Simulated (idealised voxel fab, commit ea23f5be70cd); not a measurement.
The process module that follows is named voxel transistor to metal.
For reference, the cross-section in this document is cut, with width 185 nm and square cells of 5 nm.
Reading order for cross-sections: top band down to bottom band. Underlying form: a grid of square cells. Band size: one or more rows of cells.
Per band: top height and bottom height in nm, followed by the left-to-right materials and their widths in nm; "full width" marks a single material spanning edge to edge, "blank" marks empty space.
Zero point of the height axis is 0; under it, received wafer = one material. Lowest band: continues down indefinitely, "0 down".
Note: "30..40" means the width goes from the first number (top row of the band) to the second number (bottom row) in equal steps per row of cells.
Basically "no alterations made" means that step didn't change any cell in the cross-section.
What "Catalogued sealed voids" gives you is every empty space of 8 cells or more that is cut off from the top. Each appears as width x height at distance, with the distance taken from the left edge and width, height and distance all in nm.
Step line, after settings: the simulator's comment on this step.
"overlay nm" denotes, for a step that has a mask, the displacement of the mask to the right of its planned place, with negative values corresponding to the left.
These are the steps we planned for the process
1: op RECEIVE | material Si
2: op CONFORMAL_DEP | material SiO2 | thk nm 5
3: op CONFORMAL_DEP | material SiN | thk nm 10
4: op DIRECTIONAL_DEP | material aC | thk nm 15
5: op PATTERN | tone cover | mask id ACTIVE | material resist | width nm 100 | thk nm 30 | overlay nm 0
6: op DIRECTIONAL_ETCH | etch materials aC | depth nm 15
7: op STRIP | etch materials resist
8: op DIRECTIONAL_ETCH | etch materials SiN | depth nm 10
9: op DIRECTIONAL_ETCH | etch materials SiO2 | depth nm 5
10: op DIRECTIONAL_ETCH | etch materials Si | depth nm 30
11: op STRIP | etch materials aC
12: op FILL_DEP | material SiO2 | thk nm 15
13: op CMP | height nm 15
14: op SELECTIVE_ETCH | etch materials SiO2 | depth nm 10
15: op STRIP | etch materials SiN
16: op SELECTIVE_ETCH | etch materials SiO2 | depth nm 5
17: op OXIDIZE | depth nm 5
18: op DIRECTIONAL_DEP | material polySi | thk nm 25
19: op DIRECTIONAL_DEP | material SiCN | thk nm 10
20: op DIRECTIONAL_DEP | material aC | thk nm 15
21: op PATTERN | tone cover | mask id GATE | material resist | width nm 20 | thk nm 35 | overlay nm 0
22: op DIRECTIONAL_ETCH | etch materials aC | depth nm 15
23: op STRIP | etch materials resist
24: op DIRECTIONAL_ETCH | etch materials SiCN | depth nm 20
25: op DIRECTIONAL_ETCH | etch materials polySi | depth nm 35
26: op STRIP | etch materials aC
27: op CONFORMAL_DEP | material SiN | thk nm 10
28: op DIRECTIONAL_ETCH | etch materials SiN | depth nm 10
29: op DIRECTIONAL_ETCH | etch materials SiO2 | depth nm 5
30: op DIRECTIONAL_ETCH | etch materials Si | depth nm 10
31: op EPI | material SiGe | thk nm 15
32: op FILL_DEP | material SiO2 | thk nm 5
33: op CMP | height nm 35
34: op DIRECTIONAL_DEP | material SiO2 | thk nm 10
35: op PATTERN | tone open | mask id CONTACT | material resist | width nm 30 | pitch nm 60 | thk nm 15 | overlay nm 0
36: op DIRECTIONAL_ETCH | etch materials SiO2 | depth nm 45
37: op STRIP | etch materials resist
38: op CONFORMAL_DEP | material TiN | thk nm 5
39: op FILL_DEP | material W | thk nm 10
40: op CMP | height nm 45
41: op CONFORMAL_DEP | material SiN | thk nm 5
42: op DIRECTIONAL_DEP | material SiO2 | thk nm 20
43: op MASKED_ETCH | tone open | mask id METAL_1 | width nm 15 | pitch nm 75 | etch materials SiO2 | depth nm 20 | overlay nm 0
44: op MASKED_ETCH | tone open | mask id METAL_1 | width nm 15 | pitch nm 75 | etch materials SiN | depth nm 5 | overlay nm 0
45: op CONFORMAL_DEP | material TiN | thk nm 5
46: op FILL_DEP | material Cu | thk nm 10
47: op CMP | height nm 70
48: op CONFORMAL_DEP | material SiCN | thk nm 5
49: op DIRECTIONAL_DEP | material SiO2 | thk nm 25
50: op PATTERN | tone open | mask id METAL_2 | material resist | width nm 15 | pitch nm 75 | thk nm 15 | overlay nm 0
51: op DIRECTIONAL_ETCH | etch materials SiO2 | depth nm 15
52: op STRIP | etch materials resist
53: op DIRECTIONAL_DEP | material aC | thk nm 15
54: op PATTERN | tone open | mask id METAL_2_HOLES | material resist | width nm 15 | pitch nm 75 | thk nm 35 | overlay nm 0
55: op DIRECTIONAL_ETCH | etch materials aC | depth nm 15
56: op STRIP | etch materials resist
57: op DIRECTIONAL_ETCH | etch materials SiO2 | depth nm 10
58: op DIRECTIONAL_ETCH | etch materials SiCN | depth nm 5
59: op STRIP | etch materials aC
60: op CONFORMAL_DEP | material TiN | thk nm 5
61: op FILL_DEP | material Cu | thk nm 10
62: op CMP | height nm 100
63: op CONFORMAL_DEP | material SiN | thk nm 5
Wafer as received: cross-section following step 1
  0 down  Si full width
  Catalogued sealed voids: none
Starting wafer: above. Plan: above. Run: one mistake. Cross-section after the module: below
  105 to 100  SiN full width
  100 to 95  Cu full width
  95 to 90  Cu: 40 / TiN: 25 / Cu: 50 / TiN: 25 / Cu: 45
  90 to 85  TiN: 45 / SiO2: 15 / TiN: 60 / SiO2: 15 / TiN: 50
  85 to 75  SiO2 full width
  75 to 70  SiCN full width
  70 to 50  SiO2: 45 / TiN: 5 / Cu: 5 / TiN: 5 / SiO2: 60 / TiN: 5 / Cu: 5 / TiN: 5 / SiO2: 50
  50 to 45  SiN: 45 / TiN: 15 / SiN: 60 / TiN: 15 / SiN: 50
  45 to 35  SiO2: 45 / TiN: 5 / W: 20..15 / TiN: 5..10 / SiO2: 30 / TiN: 5..10 / W: 20..15 / TiN: 5 / SiO2: 50
  35 to 25  SiO2: 45 / TiN: 5 / W: 15 / TiN: 5 / SiN: 10 / SiCN: 20 / SiN: 10 / TiN: 5 / W: 15 / TiN: 5 / SiO2: 50
  25 to 15  SiO2: 45 / TiN: 5 / W: 15 / TiN: 5 / SiN: 10 / polySi: 20 / SiN: 10 / TiN: 5 / W: 15 / TiN: 5 / SiO2: 50
  15 to 10  SiO2: 45 / TiN: 25 / SiN: 10 / polySi: 20 / SiN: 10 / TiN: 25 / SiO2: 50
  10 to 0  SiO2: 45 / TiN: 10 / SiGe: 15 / SiN: 10 / polySi: 20 / SiN: 10 / SiGe: 15 / TiN: 10 / SiO2: 50
  0 to -5  SiO2: 35 / SiGe: 35 / SiO2: 40 / SiGe: 35 / SiO2: 40
  -5 to -15  SiO2: 40 / SiGe: 30 / Si: 40 / SiGe: 30 / SiO2: 45
  -15 to -30  SiO2: 40 / Si: 100 / SiO2: 45
  -30 down  Si full width
  Catalogued sealed voids: none
what went wrong: for step 50, the planned setting was not used; the step was instead run as op PATTERN | tone cover | mask id METAL_2 | material resist | width nm 15 | pitch nm 75 | thk nm 15 | overlay nm 0
